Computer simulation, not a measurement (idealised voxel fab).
Process module name: voxel spacer lines
In the cross-section labelled cut, the width is 220 nm and each square cell is 5 nm.
Just so we're on the same page, the cross-sections are grids of square cells, and they're listed out in bands top to bottom, each band one or more rows deep. This entry defines a band. It first specifies the height of the band's top and the height of its bottom in nm, and then specifies the band's materials from left to right, stating each material with its width in nm. The word "all across" identifies a single material that fills the band from edge to edge, while the word "empty" identifies empty space. Heights from 0 (as-received wafer is one material below). Bottom band endless downward, as "from 0 down". Note: "30 to 40" means the width goes from the first number (top row of the band) to the second number (bottom row) in equal steps per row of cells. It should be understood that the words "stayed the same", when stated for a given step, signify that the cross-section underwent no change in any of its cells during that step. The entry "Listed closed voids" lists the empty spaces that cover at least 8 cells and have no open path to the top. Each is written as width x height at distance, where the distance is measured from the left edge and all three values are in nm. Post-settings text on a step line: simulator's own remark regarding the step. "overlay nm" denotes, for a step that has a mask, the displacement of the mask to the right of its planned place, with negative values corresponding to the left.

### The planned process steps are enumerated hereunder
1 RECEIVE with material Si
2 CONFORMAL_DEP with material Al2O3, thk nm 5
3 DIRECTIONAL_DEP with material polySi, thk nm 10
4 DIRECTIONAL_DEP with material aC, thk nm 25
5 PATTERN with tone cover, mask id MANDREL, material resist, width nm 25, pitch nm 80, thk nm 35, overlay nm 0
6 DIRECTIONAL_ETCH with etch materials aC, depth nm 25
7 STRIP with etch materials resist
8 CONFORMAL_DEP with material SiN, thk nm 15
9 DIRECTIONAL_ETCH with etch materials SiN, depth nm 15
10 STRIP with etch materials aC
11 DIRECTIONAL_ETCH with etch materials polySi, depth nm 10
12 STRIP with etch materials SiN

### The first wafer of two, processed as planned

### This is the cross-section of the wafer as we received it, i.e. after step 1
> from 0 down | Si all across
> Listed closed voids: none

### after step 2
> from 5 to 0 | Al2O3 all across
> All layers under 0 are left as they were.

### after step 3
> from 15 to 5 | polySi all across
> All layers under 5 are left as they were.

### after step 4
> from 40 to 15 | aC all across
> All layers under 15 are left as they were.

### after step 5
> from 75 to 40 | empty 15; resist 25; empty 55; resist 25; empty 55; resist 25; empty 20
> All layers under 40 are left as they were.

### after step 6
> from 50 to 40 | empty 15; resist 25; empty 55; resist 25; empty 55; resist 25; empty 20
> from 40 to 15 | empty 15; aC 25; empty 55; aC 25; empty 55; aC 25; empty 20
> All layers under 15 are left as they were.

### after step 7
> from 40 to 15 | empty 15; aC 25; empty 55; aC 25; empty 55; aC 25; empty 20
> All layers under 15 are left as they were.

### after step 8
> from 55 to 40 | SiN 55; empty 25; SiN 55; empty 25; SiN 55; empty 5
> from 40 to 30 | SiN 15; aC 25; SiN 15; empty 25; SiN 15; aC 25; SiN 15; empty 25; SiN 15; aC 25; SiN 15; empty 5
> from 30 to 15 | SiN 15; aC 25; SiN 55; aC 25; SiN 55; aC 25; SiN 20
> All layers under 15 are left as they were.

### after step 9
> from 40 to 15 | SiN 15; aC 25; SiN 15; empty 25; SiN 15; aC 25; SiN 15; empty 25; SiN 15; aC 25; SiN 15; empty 5
> All layers under 15 are left as they were.

### after step 10
> from 40 to 15 | SiN 15; empty 25; SiN 15; empty 25; SiN 15; empty 25; SiN 15; empty 25; SiN 15; empty 25; SiN 15; empty 5
> All layers under 15 are left as they were.

### after step 11
> from 40 to 15 | SiN 15; empty 25; SiN 15; empty 25; SiN 15; empty 25; SiN 15; empty 25; SiN 15; empty 25; SiN 15; empty 5
> from 15 to 5 | polySi 15; empty 25; polySi 15; empty 25; polySi 15; empty 25; polySi 15; empty 25; polySi 15; empty 25; polySi 15; empty 5
> All layers under 5 are left as they were.

### after step 12
> from 15 to 5 | polySi 15; empty 25; polySi 15; empty 25; polySi 15; empty 25; polySi 15; empty 25; polySi 15; empty 25; polySi 15; empty 5
> All layers under 5 are left as they were.

### Second wafer - shared start and plan with the first - one error in running - same as the first up to step 7 inclusive

### Cross-section of the second wafer when, according to plan, step 8 should have finished
> from 55 to 40 | polySi 55; empty 25; polySi 55; empty 25; polySi 55; empty 5
> from 40 to 30 | polySi 15; aC 25; polySi 15; empty 25; polySi 15; aC 25; polySi 15; empty 25; polySi 15; aC 25; polySi 15; empty 5
> from 30 to 15 | polySi 15; aC 25; polySi 55; aC 25; polySi 55; aC 25; polySi 20
> All layers under 15 are left as they were.

Cross-section of the second wafer when, according to plan, step 9 should have finished: stayed the same

Cross-section of the second wafer when, according to plan, step 10 should have finished: stayed the same

### Cross-section of the second wafer when, according to plan, step 11 should have finished
> from 45 to 40 | polySi 55; empty 25; polySi 55; empty 25; polySi 55; empty 5
> from 40 to 20 | polySi 15; aC 25; polySi 15; empty 25; polySi 15; aC 25; polySi 15; empty 25; polySi 15; aC 25; polySi 15; empty 5
> All layers under 20 are left as they were.

Cross-section of the second wafer when, according to plan, step 12 should have finished: stayed the same
What was done differently from what was planned? step 8 was run on a setting that differed from the plan, and what really ran there is CONFORMAL_DEP with material polySi, thk nm 15
FYI, end of process, the second wafer has more or fewer cells of some materials than the first: 75 more of aC | 186 more of polySi
